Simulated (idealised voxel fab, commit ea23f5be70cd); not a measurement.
The following process module bears the name voxel transistor to metal.
FYI the section here is cut, 275 nm wide, cells are 5 nm squares.
When this document writes out a cross-section, it uses a grid of square cells and lists it as bands, beginning at the top and moving down, with a band standing for one or more rows of cells. Band: top height; bottom height; in nm. Then, left to right: material with width in nm, for each material. "throughout": a single material spanning edge to edge. "air": empty space. It should be noted that heights are counted from 0, beneath which the wafer as supplied is of one material throughout, and that the lowest band possesses no lower boundary but continues downward, as written in "0..down". Graded width ("30..40"): value in top row of band = first number; value in bottom row = second number; row-to-row change constant. What does "remained unchanged" mean for a step? It means no cell of the cross-section changed in that step. If an empty space has no open way to the top and is at least 8 cells in size, "Enclosed cavity list" lists it, written width x height at distance, where distance is measured from the left edge and every value is in nm. Whatever follows a step's settings on its line is a remark the simulator itself makes about that step. overlay nm: right-of-plan distance of the mask on a masked step; negative values mean left-of-plan.
### Here's what the planned process steps look like
1,RECEIVE: material Si
2,CONFORMAL_DEP: material SiO2, thk nm 5
3,CONFORMAL_DEP: material SiN, thk nm 10
4,PATTERN: tone cover, mask id ACTIVE, material resist, width nm 105, pitch nm 125, thk nm 15, overlay nm 0
5,DIRECTIONAL_ETCH: etch materials SiN, depth nm 10
6,DIRECTIONAL_ETCH: etch materials SiO2, depth nm 5
7,DIRECTIONAL_ETCH: etch materials Si, depth nm 25
8,STRIP: etch materials resist
9,OXIDIZE: depth nm 5
10,FILL_DEP: material SiO2, thk nm 10
11,CMP: height nm 15
12,SELECTIVE_ETCH: etch materials SiO2, depth nm 10
13,STRIP: etch materials SiN
14,SELECTIVE_ETCH: etch materials SiO2, depth nm 5
15,OXIDIZE: depth nm 5
16,DIRECTIONAL_DEP: material polySi, thk nm 30
17,DIRECTIONAL_DEP: material SiCN, thk nm 10
18,MASKED_ETCH: tone cover, mask id GATE, width nm 25, pitch nm 125, etch materials SiCN, depth nm 20, overlay nm 0
19,MASKED_ETCH: tone cover, mask id GATE, width nm 25, pitch nm 125, etch materials polySi, depth nm 40, overlay nm 0
20,CONFORMAL_DEP: material SiO2, thk nm 5
21,DIRECTIONAL_ETCH: etch materials SiO2, depth nm 5
22,CONFORMAL_DEP: material SiN, thk nm 5
23,DIRECTIONAL_ETCH: etch materials SiN, depth nm 5
24,DIRECTIONAL_ETCH: etch materials SiO2, depth nm 5
25,DIRECTIONAL_ETCH: etch materials Si, depth nm 15
26,EPI: material SiGe, thk nm 20
27,FILL_DEP: material SiO2, thk nm 5
28,CMP: height nm 30
29,STRIP: etch materials polySi
30,SELECTIVE_ETCH: etch materials SiO2, depth nm 5
31,CONFORMAL_DEP: material HfO2, thk nm 5
32,CONFORMAL_DEP: material TiN, thk nm 5
33,FILL_DEP: material W, thk nm 5
34,CMP: height nm 25
35,DIRECTIONAL_DEP: material SiO2, thk nm 10
36,PATTERN: tone open, mask id CONTACT, material resist, width nm 20, thk nm 20, overlay nm 0
37,DIRECTIONAL_ETCH: etch materials SiO2, depth nm 35
38,STRIP: etch materials resist
39,CONFORMAL_DEP: material TiN, thk nm 5
40,FILL_DEP: material Ru, thk nm 10
41,CMP: height nm 35
42,DIRECTIONAL_DEP: material TiN, thk nm 5
43,DIRECTIONAL_DEP: material Ru, thk nm 25
44,DIRECTIONAL_DEP: material aC, thk nm 10
45,PATTERN: tone cover, mask id METAL_1, material resist, width nm 20, thk nm 30, overlay nm 0
46,DIRECTIONAL_ETCH: etch materials aC, depth nm 10
47,STRIP: etch materials resist
48,DIRECTIONAL_ETCH: etch materials Ru, depth nm 25
49,DIRECTIONAL_ETCH: etch materials TiN, depth nm 5
50,STRIP: etch materials aC
51,CONFORMAL_DEP: material SiN, thk nm 5
52,FILL_DEP: material lowk, thk nm 10
53,CMP: height nm 65
54,CONFORMAL_DEP: material SiCN, thk nm 5
### First of two wafers: run as planned
### Wafer as received: cross-section following step 1
  0..down: Si throughout
  Enclosed cavity list: none
### Wafer after step 2 (cross-section)
  5..0: SiO2 throughout
  Rest of section, below 0: as before.
### Wafer after step 3 (cross-section)
  15..5: SiN throughout
  Rest of section, below 5: as before.
### Wafer after step 4 (cross-section)
  30..15: air 20, then resist 105, then air 20, then resist 105, then air 25
  Rest of section, below 15: as before.
### Wafer after step 5 (cross-section)
  30..15: air 20, then resist 105, then air 20, then resist 105, then air 25
  15..5: air 20, then SiN 105, then air 20, then SiN 105, then air 25
  Rest of section, below 5: as before.
### Wafer after step 6 (cross-section)
  30..15: air 20, then resist 105, then air 20, then resist 105, then air 25
  15..5: air 20, then SiN 105, then air 20, then SiN 105, then air 25
  5..0: air 20, then SiO2 105, then air 20, then SiO2 105, then air 25
  Rest of section, below 0: as before.
### Wafer after step 7 (cross-section)
  30..15: air 20, then resist 105, then air 20, then resist 105, then air 25
  15..5: air 20, then SiN 105, then air 20, then SiN 105, then air 25
  5..0: air 20, then SiO2 105, then air 20, then SiO2 105, then air 25
  0..-25: air 20, then Si 105, then air 20, then Si 105, then air 25
  Rest of section, below -25: as before.
### Wafer after step 8 (cross-section)
  15..5: air 20, then SiN 105, then air 20, then SiN 105, then air 25
  Rest of section, below 5: as before.
### Wafer after step 9 (cross-section)
  15..5: air 20, then SiN 105, then air 20, then SiN 105, then air 25
  5..0: air 20, then SiO2 105, then air 20, then SiO2 105, then air 25
  0..-25: air 20, then SiO2 5, then Si 95, then SiO2 5, then air 20, then SiO2 5, then Si 95, then SiO2 5, then air 25
  -25..-30: SiO2 25, then Si 95, then SiO2 30, then Si 95, then SiO2 30
  Rest of section, below -30: as before.
### Wafer after step 10 (cross-section)
  25..15: SiO2 throughout
  15..5: SiO2 20, then SiN 105, then SiO2 20, then SiN 105, then SiO2 25
  5..0: SiO2 throughout
  0..-30: SiO2 25, then Si 95, then SiO2 30, then Si 95, then SiO2 30
  Rest of section, below -30: as before.
### Wafer after step 11 (cross-section)
  15..5: SiO2 20, then SiN 105, then SiO2 20, then SiN 105, then SiO2 25
  Rest of section, below 5: as before.
### Wafer after step 12 (cross-section)
  15..5: air 20, then SiN 105, then air 20, then SiN 105, then air 25
  Rest of section, below 5: as before.
### Wafer after step 13 (cross-section)
  5..0: SiO2 throughout
  Rest of section, below 0: as before.
### Wafer after step 14 (cross-section)
  0..-30: SiO2 25, then Si 95, then SiO2 30, then Si 95, then SiO2 30
  Rest of section, below -30: as before.
### Wafer after step 15 (cross-section)
  0..-5: SiO2 throughout
  Rest of section, below -5: as before.
### Wafer after step 16 (cross-section)
  30..0: polySi throughout
  Rest of section, below 0: as before.
### Wafer after step 17 (cross-section)
  40..30: SiCN throughout
  Rest of section, below 30: as before.
### Wafer after step 18 (cross-section)
  40..30: air 60, then SiCN 25, then air 100, then SiCN 25, then air 65
  Rest of section, below 30: as before.
### Wafer after step 19 (cross-section)
  40..30: air 60, then SiCN 25, then air 100, then SiCN 25, then air 65
  30..0: air 60, then polySi 25, then air 100, then polySi 25, then air 65
  Rest of section, below 0: as before.
### Wafer after step 20 (cross-section)
  45..40: air 55, then SiO2 35, then air 90, then SiO2 35, then air 60
  40..30: air 55, then SiO2 5, then SiCN 25, then SiO2 5, then air 90, then SiO2 5, then SiCN 25, then SiO2 5, then air 60
  30..5: air 55, then SiO2 5, then polySi 25, then SiO2 5, then air 90, then SiO2 5, then polySi 25, then SiO2 5, then air 60
  5..0: SiO2 60, then polySi 25, then SiO2 100, then polySi 25, then SiO2 65
  Rest of section, below 0: as before.
### Wafer after step 21 (cross-section)
  40..30: air 55, then SiO2 5, then SiCN 25, then SiO2 5, then air 90, then SiO2 5, then SiCN 25, then SiO2 5, then air 60
  30..0: air 55, then SiO2 5, then polySi 25, then SiO2 5, then air 90, then SiO2 5, then polySi 25, then SiO2 5, then air 60
  Rest of section, below 0: as before.
### Wafer after step 22 (cross-section)
  45..40: air 50, then SiN 45, then air 80, then SiN 45, then air 55
  40..30: air 50, then SiN 5, then SiO2 5, then SiCN 25, then SiO2 5, then SiN 5, then air 80, then SiN 5, then SiO2 5, then SiCN 25, then SiO2 5, then SiN 5, then air 55
  30..5: air 50, then SiN 5, then SiO2 5, then polySi 25, then SiO2 5, then SiN 5, then air 80, then SiN 5, then SiO2 5, then polySi 25, then SiO2 5, then SiN 5, then air 55
  5..0: SiN 55, then SiO2 5, then polySi 25, then SiO2 5, then SiN 90, then SiO2 5, then polySi 25, then SiO2 5, then SiN 60
  Rest of section, below 0: as before.
### Wafer after step 23 (cross-section)
  40..30: air 50, then SiN 5, then SiO2 5, then SiCN 25, then SiO2 5, then SiN 5, then air 80, then SiN 5, then SiO2 5, then SiCN 25, then SiO2 5, then SiN 5, then air 55
  30..0: air 50, then SiN 5, then SiO2 5, then polySi 25, then SiO2 5, then SiN 5, then air 80, then SiN 5, then SiO2 5, then polySi 25, then SiO2 5, then SiN 5, then air 55
  Rest of section, below 0: as before.
### Wafer after step 24 (cross-section)
  40..35: air 50, then SiN 5, then air 5, then SiCN 25, then air 5, then SiN 5, then air 80, then SiN 5, then air 5, then SiCN 25, then air 5, then SiN 5, then air 55
  35..30: air 50, then SiN 5, then SiO2 5, then SiCN 25, then SiO2 5, then SiN 5, then air 80, then SiN 5, then SiO2 5, then SiCN 25, then SiO2 5, then SiN 5, then air 55
  30..0: air 50, then SiN 5, then SiO2 5, then polySi 25, then SiO2 5, then SiN 5, then air 80, then SiN 5, then SiO2 5, then polySi 25, then SiO2 5, then SiN 5, then air 55
  0..-5: air 50, then SiO2 45, then air 80, then SiO2 45, then air 55
  Rest of section, below -5: as before.
### Wafer after step 25 (cross-section)
  40..35: air 50, then SiN 5, then air 5, then SiCN 25, then air 5, then SiN 5, then air 80, then SiN 5, then air 5, then SiCN 25, then air 5, then SiN 5, then air 55
  35..30: air 50, then SiN 5, then SiO2 5, then SiCN 25, then SiO2 5, then SiN 5, then air 80, then SiN 5, then SiO2 5, then SiCN 25, then SiO2 5, then SiN 5, then air 55
  30..0: air 50, then SiN 5, then SiO2 5, then polySi 25, then SiO2 5, then SiN 5, then air 80, then SiN 5, then SiO2 5, then polySi 25, then SiO2 5, then SiN 5, then air 55
  0..-5: air 50, then SiO2 45, then air 80, then SiO2 45, then air 55
  -5..-20: SiO2 25, then air 25, then Si 45, then air 25, then SiO2 30, then air 25, then Si 45, then air 25, then SiO2 30
  Rest of section, below -20: as before.
### Wafer after step 26 (cross-section)
  40..35: air 50, then SiN 5, then air 5, then SiCN 25, then air 5, then SiN 5, then air 80, then SiN 5, then air 5, then SiCN 25, then air 5, then SiN 5, then air 55
  35..30: air 50, then SiN 5, then SiO2 5, then SiCN 25, then SiO2 5, then SiN 5, then air 80, then SiN 5, then SiO2 5, then SiCN 25, then SiO2 5, then SiN 5, then air 55
  30..15: air 50, then SiN 5, then SiO2 5, then polySi 25, then SiO2 5, then SiN 5, then air 80, then SiN 5, then SiO2 5, then polySi 25, then SiO2 5, then SiN 5, then air 55
  15..0: air 30, then SiGe 20, then SiN 5, then SiO2 5, then polySi 25, then SiO2 5, then SiN 5, then SiGe 20, then air 40, then SiGe 20, then SiN 5, then SiO2 5, then polySi 25, then SiO2 5, then SiN 5, then SiGe 20, then air 35
  0..-5: air 20, then SiGe 30, then SiO2 45, then SiGe 30, then air 20, then SiGe 30, then SiO2 45, then SiGe 30, then air 25
  -5..-20: SiO2 25, then SiGe 25, then Si 45, then SiGe 25, then SiO2 30, then SiGe 25, then Si 45, then SiGe 25, then SiO2 30
  Rest of section, below -20: as before.
### Wafer after step 27 (cross-section)
  45..40: SiO2 throughout
  40..30: SiO2 50, then SiN 5, then SiO2 5, then SiCN 25, then SiO2 5, then SiN 5, then SiO2 80, then SiN 5, then SiO2 5, then SiCN 25, then SiO2 5, then SiN 5, then SiO2 55
  30..15: SiO2 50, then SiN 5, then SiO2 5, then polySi 25, then SiO2 5, then SiN 5, then SiO2 80, then SiN 5, then SiO2 5, then polySi 25, then SiO2 5, then SiN 5, then SiO2 55
  15..0: SiO2 30, then SiGe 20, then SiN 5, then SiO2 5, then polySi 25, then SiO2 5, then SiN 5, then SiGe 20, then SiO2 40, then SiGe 20, then SiN 5, then SiO2 5, then polySi 25, then SiO2 5, then SiN 5, then SiGe 20, then SiO2 35
  0..-5: SiO2 20, then SiGe 30, then SiO2 45, then SiGe 30, then SiO2 20, then SiGe 30, then SiO2 45, then SiGe 30, then SiO2 25
  Rest of section, below -5: as before.
### Wafer after step 28 (cross-section)
  30..15: SiO2 50, then SiN 5, then SiO2 5, then polySi 25, then SiO2 5, then SiN 5, then SiO2 80, then SiN 5, then SiO2 5, then polySi 25, then SiO2 5, then SiN 5, then SiO2 55
  Rest of section, below 15: as before.
### Wafer after step 29 (cross-section)
  30..15: SiO2 50, then SiN 5, then SiO2 5, then air 25, then SiO2 5, then SiN 5, then SiO2 80, then SiN 5, then SiO2 5, then air 25, then SiO2 5, then SiN 5, then SiO2 55
  15..0: SiO2 30, then SiGe 20, then SiN 5, then SiO2 5, then air 25, then SiO2 5, then SiN 5, then SiGe 20, then SiO2 40, then SiGe 20, then SiN 5, then SiO2 5, then air 25, then SiO2 5, then SiN 5, then SiGe 20, then SiO2 35
  Rest of section, below 0: as before.
### Wafer after step 30 (cross-section)
  30..25: air 50, then SiN 5, then air 35, then SiN 5, then air 80, then SiN 5, then air 35, then SiN 5, then air 55
  25..15: SiO2 50, then SiN 5, then air 35, then SiN 5, then SiO2 80, then SiN 5, then air 35, then SiN 5, then SiO2 55
  15..0: SiO2 30, then SiGe 20, then SiN 5, then air 35, then SiN 5, then SiGe 20, then SiO2 40, then SiGe 20, then SiN 5, then air 35, then SiN 5, then SiGe 20, then SiO2 35
  0..-5: SiO2 20, then SiGe 30, then SiO2 5, then air 35, then SiO2 5, then SiGe 30, then SiO2 20, then SiGe 30, then SiO2 5, then air 35, then SiO2 5, then SiGe 30, then SiO2 25
  Rest of section, below -5: as before.
### Wafer after step 31 (cross-section)
  35..30: air 45, then HfO2 15, then air 25, then HfO2 15, then air 70, then HfO2 15, then air 25, then HfO2 15, then air 50
  30..25: HfO2 50, then SiN 5, then HfO2 5, then air 25, then HfO2 5, then SiN 5, then HfO2 80, then SiN 5, then HfO2 5, then air 25, then HfO2 5, then SiN 5, then HfO2 55
  25..15: SiO2 50, then SiN 5, then HfO2 5, then air 25, then HfO2 5, then SiN 5, then SiO2 80, then SiN 5, then HfO2 5, then air 25, then HfO2 5, then SiN 5, then SiO2 55
  15..0: SiO2 30, then SiGe 20, then SiN 5, then HfO2 5, then air 25, then HfO2 5, then SiN 5, then SiGe 20, then SiO2 40, then SiGe 20, then SiN 5, then HfO2 5, then air 25, then HfO2 5, then SiN 5, then SiGe 20, then SiO2 35
  0..-5: SiO2 20, then SiGe 30, then SiO2 5, then HfO2 35, then SiO2 5, then SiGe 30, then SiO2 20, then SiGe 30, then SiO2 5, then HfO2 35, then SiO2 5, then SiGe 30, then SiO2 25
  Rest of section, below -5: as before.
### Wafer after step 32 (cross-section)
  40..35: air 40, then TiN 25, then air 15, then TiN 25, then air 60, then TiN 25, then air 15, then TiN 25, then air 45
  35..30: TiN 45, then HfO2 15, then TiN 5, then air 15, then TiN 5, then HfO2 15, then TiN 70, then HfO2 15, then TiN 5, then air 15, then TiN 5, then HfO2 15, then TiN 50
  30..25: HfO2 50, then SiN 5, then HfO2 5, then TiN 5, then air 15, then TiN 5, then HfO2 5, then SiN 5, then HfO2 80, then SiN 5, then HfO2 5, then TiN 5, then air 15, then TiN 5, then HfO2 5, then SiN 5, then HfO2 55
  25..15: SiO2 50, then SiN 5, then HfO2 5, then TiN 5, then air 15, then TiN 5, then HfO2 5, then SiN 5, then SiO2 80, then SiN 5, then HfO2 5, then TiN 5, then air 15, then TiN 5, then HfO2 5, then SiN 5, then SiO2 55
  15..5: SiO2 30, then SiGe 20, then SiN 5, then HfO2 5, then TiN 5, then air 15, then TiN 5, then HfO2 5, then SiN 5, then SiGe 20, then SiO2 40, then SiGe 20, then SiN 5, then HfO2 5, then TiN 5, then air 15, then TiN 5, then HfO2 5, then SiN 5, then SiGe 20, then SiO2 35
  5..0: SiO2 30, then SiGe 20, then SiN 5, then HfO2 5, then TiN 25, then HfO2 5, then SiN 5, then SiGe 20, then SiO2 40, then SiGe 20, then SiN 5, then HfO2 5, then TiN 25, then HfO2 5, then SiN 5, then SiGe 20, then SiO2 35
  Rest of section, below 0: as before.
### Wafer after step 33 (cross-section)
  45..40: W throughout
  40..35: W 40, then TiN 25, then W 15, then TiN 25, then W 60, then TiN 25, then W 15, then TiN 25, then W 45
  35..30: TiN 45, then HfO2 15, then TiN 5, then W 15, then TiN 5, then HfO2 15, then TiN 70, then HfO2 15, then TiN 5, then W 15, then TiN 5, then HfO2 15, then TiN 50
  30..25: HfO2 50, then SiN 5, then HfO2 5, then TiN 5, then W 15, then TiN 5, then HfO2 5, then SiN 5, then HfO2 80, then SiN 5, then HfO2 5, then TiN 5, then W 15, then TiN 5, then HfO2 5, then SiN 5, then HfO2 55
  25..15: SiO2 50, then SiN 5, then HfO2 5, then TiN 5, then W 15, then TiN 5, then HfO2 5, then SiN 5, then SiO2 80, then SiN 5, then HfO2 5, then TiN 5, then W 15, then TiN 5, then HfO2 5, then SiN 5, then SiO2 55
  15..5: SiO2 30, then SiGe 20, then SiN 5, then HfO2 5, then TiN 5, then W 15, then TiN 5, then HfO2 5, then SiN 5, then SiGe 20, then SiO2 40, then SiGe 20, then SiN 5, then HfO2 5, then TiN 5, then W 15, then TiN 5, then HfO2 5, then SiN 5, then SiGe 20, then SiO2 35
  Rest of section, below 5: as before.
### Wafer after step 34 (cross-section)
  25..15: SiO2 50, then SiN 5, then HfO2 5, then TiN 5, then W 15, then TiN 5, then HfO2 5, then SiN 5, then SiO2 80, then SiN 5, then HfO2 5, then TiN 5, then W 15, then TiN 5, then HfO2 5, then SiN 5, then SiO2 55
  Rest of section, below 15: as before.
### Wafer after step 35 (cross-section)
  35..25: SiO2 throughout
  Rest of section, below 25: as before.
### Wafer after step 36 (cross-section)
  55..35: resist 25, then air 20, then resist 55, then air 20, then resist 30, then air 20, then resist 55, then air 20, then resist 30
  Rest of section, below 35: as before.
### Wafer after step 37 (cross-section)
  55..35: resist 25, then air 20, then resist 55, then air 20, then resist 30, then air 20, then resist 55, then air 20, then resist 30
  35..25: SiO2 25, then air 20, then SiO2 55, then air 20, then SiO2 30, then air 20, then SiO2 55, then air 20, then SiO2 30
  25..15: SiO2 25, then air 20, then SiO2 5, then SiN 5, then HfO2 5, then TiN 5, then W 15, then TiN 5, then HfO2 5, then SiN 5, then SiO2 5, then air 20, then SiO2 30, then air 20, then SiO2 5, then SiN 5, then HfO2 5, then TiN 5, then W 15, then TiN 5, then HfO2 5, then SiN 5, then SiO2 5, then air 20, then SiO2 30
  15..5: SiO2 25, then air 5, then SiGe 20, then SiN 5, then HfO2 5, then TiN 5, then W 15, then TiN 5, then HfO2 5, then SiN 5, then SiGe 20, then air 5, then SiO2 30, then air 5, then SiGe 20, then SiN 5, then HfO2 5, then TiN 5, then W 15, then TiN 5, then HfO2 5, then SiN 5, then SiGe 20, then air 5, then SiO2 30
  5..0: SiO2 25, then air 5, then SiGe 20, then SiN 5, then HfO2 5, then TiN 25, then HfO2 5, then SiN 5, then SiGe 20, then air 5, then SiO2 30, then air 5, then SiGe 20, then SiN 5, then HfO2 5, then TiN 25, then HfO2 5, then SiN 5, then SiGe 20, then air 5, then SiO2 30
  Rest of section, below 0: as before.
### Wafer after step 38 (cross-section)
  35..25: SiO2 25, then air 20, then SiO2 55, then air 20, then SiO2 30, then air 20, then SiO2 55, then air 20, then SiO2 30
  Rest of section, below 25: as before.
### Wafer after step 39 (cross-section)
  40..35: TiN 30, then air 10, then TiN 65, then air 10, then TiN 40, then air 10, then TiN 65, then air 10, then TiN 35
  35..25: SiO2 25, then TiN 5, then air 10, then TiN 5, then SiO2 55, then TiN 5, then air 10, then TiN 5, then SiO2 30, then TiN 5, then air 10, then TiN 5, then SiO2 55, then TiN 5, then air 10, then TiN 5, then SiO2 30
  25..20: SiO2 25, then TiN 5, then air 10, then TiN 5, then SiO2 5, then SiN 5, then HfO2 5, then TiN 5, then W 15, then TiN 5, then HfO2 5, then SiN 5, then SiO2 5, then TiN 5, then air 10, then TiN 5, then SiO2 30, then TiN 5, then air 10, then TiN 5, then SiO2 5, then SiN 5, then HfO2 5, then TiN 5, then W 15, then TiN 5, then HfO2 5, then SiN 5, then SiO2 5, then TiN 5, then air 10, then TiN 5, then SiO2 30
  20..15: SiO2 25, then TiN 20, then SiO2 5, then SiN 5, then HfO2 5, then TiN 5, then W 15, then TiN 5, then HfO2 5, then SiN 5, then SiO2 5, then TiN 20, then SiO2 30, then TiN 20, then SiO2 5, then SiN 5, then HfO2 5, then TiN 5, then W 15, then TiN 5, then HfO2 5, then SiN 5, then SiO2 5, then TiN 20, then SiO2 30
  15..5: SiO2 25, then TiN 5, then SiGe 20, then SiN 5, then HfO2 5, then TiN 5, then W 15, then TiN 5, then HfO2 5, then SiN 5, then SiGe 20, then TiN 5, then SiO2 30, then TiN 5, then SiGe 20, then SiN 5, then HfO2 5, then TiN 5, then W 15, then TiN 5, then HfO2 5, then SiN 5, then SiGe 20, then TiN 5, then SiO2 30
  5..0: SiO2 25, then TiN 5, then SiGe 20, then SiN 5, then HfO2 5, then TiN 25, then HfO2 5, then SiN 5, then SiGe 20, then TiN 5, then SiO2 30, then TiN 5, then SiGe 20, then SiN 5, then HfO2 5, then TiN 25, then HfO2 5, then SiN 5, then SiGe 20, then TiN 5, then SiO2 30
  Rest of section, below 0: as before.
### Wafer after step 40 (cross-section)
  50..40: Ru throughout
  40..35: TiN 30, then Ru 10, then TiN 65, then Ru 10, then TiN 40, then Ru 10, then TiN 65, then Ru 10, then TiN 35
  35..25: SiO2 25, then TiN 5, then Ru 10, then TiN 5, then SiO2 55, then TiN 5, then Ru 10, then TiN 5, then SiO2 30, then TiN 5, then Ru 10, then TiN 5, then SiO2 55, then TiN 5, then Ru 10, then TiN 5, then SiO2 30
  25..20: SiO2 25, then TiN 5, then Ru 10, then TiN 5, then SiO2 5, then SiN 5, then HfO2 5, then TiN 5, then W 15, then TiN 5, then HfO2 5, then SiN 5, then SiO2 5, then TiN 5, then Ru 10, then TiN 5, then SiO2 30, then TiN 5, then Ru 10, then TiN 5, then SiO2 5, then SiN 5, then HfO2 5, then TiN 5, then W 15, then TiN 5, then HfO2 5, then SiN 5, then SiO2 5, then TiN 5, then Ru 10, then TiN 5, then SiO2 30
  Rest of section, below 20: as before.
### Wafer after step 41 (cross-section)
  35..25: SiO2 25, then TiN 5, then Ru 10, then TiN 5, then SiO2 55, then TiN 5, then Ru 10, then TiN 5, then SiO2 30, then TiN 5, then Ru 10, then TiN 5, then SiO2 55, then TiN 5, then Ru 10, then TiN 5, then SiO2 30
  Rest of section, below 25: as before.
### Wafer after step 42 (cross-section)
  40..35: TiN throughout
  Rest of section, below 35: as before.
### Wafer after step 43 (cross-section)
  65..40: Ru throughout
  Rest of section, below 40: as before.
### Wafer after step 44 (cross-section)
  75..65: aC throughout
  Rest of section, below 65: as before.
### Wafer after step 45 (cross-section)
  105..75: air 25, then resist 20, then air 55, then resist 20, then air 30, then resist 20, then air 55, then resist 20, then air 30
  Rest of section, below 75: as before.
### Wafer after step 46 (cross-section)
  95..75: air 25, then resist 20, then air 55, then resist 20, then air 30, then resist 20, then air 55, then resist 20, then air 30
  75..65: air 25, then aC 20, then air 55, then aC 20, then air 30, then aC 20, then air 55, then aC 20, then air 30
  Rest of section, below 65: as before.
### Wafer after step 47 (cross-section)
  75..65: air 25, then aC 20, then air 55, then aC 20, then air 30, then aC 20, then air 55, then aC 20, then air 30
  Rest of section, below 65: as before.
### Wafer after step 48 (cross-section)
  75..65: air 25, then aC 20, then air 55, then aC 20, then air 30, then aC 20, then air 55, then aC 20, then air 30
  65..40: air 25, then Ru 20, then air 55, then Ru 20, then air 30, then Ru 20, then air 55, then Ru 20, then air 30
  Rest of section, below 40: as before.
### Wafer after step 49 (cross-section)
  75..65: air 25, then aC 20, then air 55, then aC 20, then air 30, then aC 20, then air 55, then aC 20, then air 30
  65..40: air 25, then Ru 20, then air 55, then Ru 20, then air 30, then Ru 20, then air 55, then Ru 20, then air 30
  40..35: air 25, then TiN 20, then air 55, then TiN 20, then air 30, then TiN 20, then air 55, then TiN 20, then air 30
  Rest of section, below 35: as before.
### Wafer after step 50 (cross-section)
  65..40: air 25, then Ru 20, then air 55, then Ru 20, then air 30, then Ru 20, then air 55, then Ru 20, then air 30
  Rest of section, below 40: as before.
### Wafer after step 51 (cross-section)
  70..65: air 20, then SiN 30, then air 45, then SiN 30, then air 20, then SiN 30, then air 45, then SiN 30, then air 25
  65..40: air 20, then SiN 5, then Ru 20, then SiN 5, then air 45, then SiN 5, then Ru 20, then SiN 5, then air 20, then SiN 5, then Ru 20, then SiN 5, then air 45, then SiN 5, then Ru 20, then SiN 5, then air 25
  40..35: SiN 25, then TiN 20, then SiN 55, then TiN 20, then SiN 30, then TiN 20, then SiN 55, then TiN 20, then SiN 30
  Rest of section, below 35: as before.
### Wafer after step 52 (cross-section)
  80..70: lowk throughout
  70..65: lowk 20, then SiN 30, then lowk 45, then SiN 30, then lowk 20, then SiN 30, then lowk 45, then SiN 30, then lowk 25
  65..40: lowk 20, then SiN 5, then Ru 20, then SiN 5, then lowk 45, then SiN 5, then Ru 20, then SiN 5, then lowk 20, then SiN 5, then Ru 20, then SiN 5, then lowk 45, then SiN 5, then Ru 20, then SiN 5, then lowk 25
  Rest of section, below 40: as before.
### Wafer after step 53 (cross-section)
  65..40: lowk 20, then SiN 5, then Ru 20, then SiN 5, then lowk 45, then SiN 5, then Ru 20, then SiN 5, then lowk 20, then SiN 5, then Ru 20, then SiN 5, then lowk 45, then SiN 5, then Ru 20, then SiN 5, then lowk 25
  Rest of section, below 40: as before.
### Wafer after step 54 (cross-section)
  70..65: SiCN throughout
  Rest of section, below 65: as before.
### Notes, second wafer: start = first wafer's, plan = first wafer's, execution had one mistake; history identical to first through step 41
### Cross-sectional view of the second wafer at the intended end time of process step 42
  60..35: Ru throughout
  Rest of section, below 35: as before.
### Cross-sectional view of the second wafer at the intended end time of process step 43
  65..60: TiN throughout
  Rest of section, below 60: as before.
### Cross-sectional view of the second wafer at the intended end time of process step 44
  75..65: aC throughout
  Rest of section, below 65: as before.
### Cross-sectional view of the second wafer at the intended end time of process step 45
  105..75: air 25, then resist 20, then air 55, then resist 20, then air 30, then resist 20, then air 55, then resist 20, then air 30
  Rest of section, below 75: as before.
### Cross-sectional view of the second wafer at the intended end time of process step 46
  95..75: air 25, then resist 20, then air 55, then resist 20, then air 30, then resist 20, then air 55, then resist 20, then air 30
  75..65: air 25, then aC 20, then air 55, then aC 20, then air 30, then aC 20, then air 55, then aC 20, then air 30
  Rest of section, below 65: as before.
### Cross-sectional view of the second wafer at the intended end time of process step 47
  75..65: air 25, then aC 20, then air 55, then aC 20, then air 30, then aC 20, then air 55, then aC 20, then air 30
  Rest of section, below 65: as before.
Cross-sectional view of the second wafer at the intended end time of process step 48: remained unchanged
### Cross-sectional view of the second wafer at the intended end time of process step 49
  75..65: air 25, then aC 20, then air 55, then aC 20, then air 30, then aC 20, then air 55, then aC 20, then air 30
  65..60: air 25, then TiN 20, then air 55, then TiN 20, then air 30, then TiN 20, then air 55, then TiN 20, then air 30
  Rest of section, below 60: as before.
### Cross-sectional view of the second wafer at the intended end time of process step 50
  65..60: air 25, then TiN 20, then air 55, then TiN 20, then air 30, then TiN 20, then air 55, then TiN 20, then air 30
  Rest of section, below 60: as before.
### Cross-sectional view of the second wafer at the intended end time of process step 51
  70..65: air 20, then SiN 30, then air 45, then SiN 30, then air 20, then SiN 30, then air 45, then SiN 30, then air 25
  65..60: SiN 25, then TiN 20, then SiN 55, then TiN 20, then SiN 30, then TiN 20, then SiN 55, then TiN 20, then SiN 30
  Rest of section, below 60: as before.
### Cross-sectional view of the second wafer at the intended end time of process step 52
  80..70: lowk throughout
  70..65: lowk 20, then SiN 30, then lowk 45, then SiN 30, then lowk 20, then SiN 30, then lowk 45, then SiN 30, then lowk 25
  Rest of section, below 65: as before.
### Cross-sectional view of the second wafer at the intended end time of process step 53
  65..60: SiN 25, then TiN 20, then SiN 55, then TiN 20, then SiN 30, then TiN 20, then SiN 55, then TiN 20, then SiN 30
  Rest of section, below 60: as before.
### Cross-sectional view of the second wafer at the intended end time of process step 54
  70..65: SiCN throughout
  Rest of section, below 65: as before.
Want to know what went wrong? steps 42 and 43 run out of order (swapped)
The final cell counts differ between the wafers, with the second having more or fewer of some materials than the first: Ru: 195 more, SiN: 40 fewer, lowk: 155 fewer
